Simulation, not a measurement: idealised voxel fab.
Herein follows the process module entitled voxel released beams.
We display cut, a cross-section 215 nm in width whose square cells are each 5 nm.
How to read a cross-section here: the picture is a grid of square cells, written as bands going from the top down, and any band can span one or more rows of cells.
It is stipulated that each band's entry specify, in nanometres, the height of the top of the band and then that of its bottom, followed by the materials of the band in left-to-right sequence, each together with its width in nanometres. A single material marked by the word "full width" is understood to fill the band from edge to edge; the word "air" is understood to denote empty space.
Heights are expressed relative to 0, this being the level below which the as-received wafer comprises one material exclusively. The lowest band is unbounded in the downward direction and is denoted as in "0..down".
The notation "30->40" denotes a width that varies across the rows of cells in the band, beginning at the first number in the top row, finishing at the second number in the bottom row, and changing by an identical amount from each row to the next.
For the purposes of this document, the phrase "no alteration" attached to a step denotes that no cell within the cross-section was modified by that step.
You'll see "Closed voids list" listing empty spaces that have no way open to the top, as long as they're 8 cells or more; the notation is width x height at distance, where the distance is from the left edge, and all of it is in nm.
On a step's line, text after the settings is the simulator commenting on that step.
What "overlay nm" on a step's line means: if the step has a mask, that mask lay this far to the right of its planned place, or, when the value is negative, to the left.

## The planned process steps are enumerated hereunder
1. op RECEIVE | material Si
2. op CONFORMAL_DEP | material SiN | thk nm 10
3. op DIRECTIONAL_DEP | material SiO2 | thk nm 10
4. op DIRECTIONAL_DEP | material aC | thk nm 10
5. op PATTERN | tone open | mask id ANCHOR | material resist | width nm 40 | thk nm 25 | overlay nm 0
6. op DIRECTIONAL_ETCH | etch materials aC | depth nm 10
7. op STRIP | etch materials resist
8. op DIRECTIONAL_ETCH | etch materials SiO2 | depth nm 10
9. op STRIP | etch materials aC
10. op CONFORMAL_DEP | material polySi | thk nm 15
11. op MASKED_ETCH | tone cover | mask id BEAM | width nm 100 | etch materials polySi | depth nm 15 | overlay nm 0
12. op STRIP | etch materials SiO2

## First of two wafers - as planned

## Incoming wafer in cross-section (state: after step 1)
	0..down = Si full width
	Closed voids list: none

## So this is the wafer cross-section right after step 2
	10..0 = SiN full width
	Below 0, the layers are the same as they were.

## So this is the wafer cross-section right after step 3
	20..10 = SiO2 full width
	Below 10, the layers are the same as they were.

## So this is the wafer cross-section right after step 4
	30..20 = aC full width
	Below 20, the layers are the same as they were.

## So this is the wafer cross-section right after step 5
	55..30 = 60 nm resist, then 40 nm air, then 115 nm resist
	Below 30, the layers are the same as they were.

## So this is the wafer cross-section right after step 6
	45..30 = 60 nm resist, then 40 nm air, then 115 nm resist
	30..20 = 60 nm aC, then 40 nm air, then 115 nm aC
	Below 20, the layers are the same as they were.

## So this is the wafer cross-section right after step 7
	30..20 = 60 nm aC, then 40 nm air, then 115 nm aC
	Below 20, the layers are the same as they were.

## So this is the wafer cross-section right after step 8
	30..20 = 60 nm aC, then 40 nm air, then 115 nm aC
	20..10 = 60 nm SiO2, then 40 nm air, then 115 nm SiO2
	Below 10, the layers are the same as they were.

## So this is the wafer cross-section right after step 9
	20..10 = 60 nm SiO2, then 40 nm air, then 115 nm SiO2
	Below 10, the layers are the same as they were.

## So this is the wafer cross-section right after step 10
	35..25 = 75 nm polySi, then 10 nm air, then 130 nm polySi
	25..20 = polySi full width
	20..10 = 60 nm SiO2, then 40 nm polySi, then 115 nm SiO2
	Below 10, the layers are the same as they were.

## So this is the wafer cross-section right after step 11
	35..25 = 55 nm air, then 20 nm polySi, then 10 nm air, then 70 nm polySi, then 60 nm air
	25..20 = 55 nm air, then 100 nm polySi, then 60 nm air
	Below 20, the layers are the same as they were.

## So this is the wafer cross-section right after step 12
	35..25 = 55 nm air, then 20 nm polySi, then 10 nm air, then 70 nm polySi, then 60 nm air
	25..20 = 55 nm air, then 100 nm polySi, then 60 nm air
	20..10 = 60 nm air, then 40 nm polySi, then 115 nm air
	Below 10, the layers are the same as they were.

## Wafer two. Identical start, identical plan. One mistake in execution. Identical history through step 1

## Cross-section: second wafer, time at which step 2 was scheduled to end
	10..0 = SiO2 full width
	Below 0, the layers are the same as they were.

## Cross-section: second wafer, time at which step 3 was scheduled to end
	20..10 = SiN full width
	Below 10, the layers are the same as they were.

## Cross-section: second wafer, time at which step 4 was scheduled to end
	30..20 = aC full width
	Below 20, the layers are the same as they were.

## Cross-section: second wafer, time at which step 5 was scheduled to end
	55..30 = 60 nm resist, then 40 nm air, then 115 nm resist
	Below 30, the layers are the same as they were.

## Cross-section: second wafer, time at which step 6 was scheduled to end
	45..30 = 60 nm resist, then 40 nm air, then 115 nm resist
	30..20 = 60 nm aC, then 40 nm air, then 115 nm aC
	Below 20, the layers are the same as they were.

## Cross-section: second wafer, time at which step 7 was scheduled to end
	30..20 = 60 nm aC, then 40 nm air, then 115 nm aC
	Below 20, the layers are the same as they were.

Cross-section: second wafer, time at which step 8 was scheduled to end: no alteration

## Cross-section: second wafer, time at which step 9 was scheduled to end
	20..10 = SiN full width
	Below 10, the layers are the same as they were.

## Cross-section: second wafer, time at which step 10 was scheduled to end
	35..20 = polySi full width
	Below 20, the layers are the same as they were.

## Cross-section: second wafer, time at which step 11 was scheduled to end
	35..20 = 55 nm air, then 100 nm polySi, then 60 nm air
	Below 20, the layers are the same as they were.

Cross-section: second wafer, time at which step 12 was scheduled to end: no alteration
Deviation noted in wafer processing: steps 2 and 3 of the plan were run in the wrong order, each in the other's place
Looking at both finished wafers in cells, the second ends up ahead of or behind the first on some materials: SiO2 +86, polySi -12
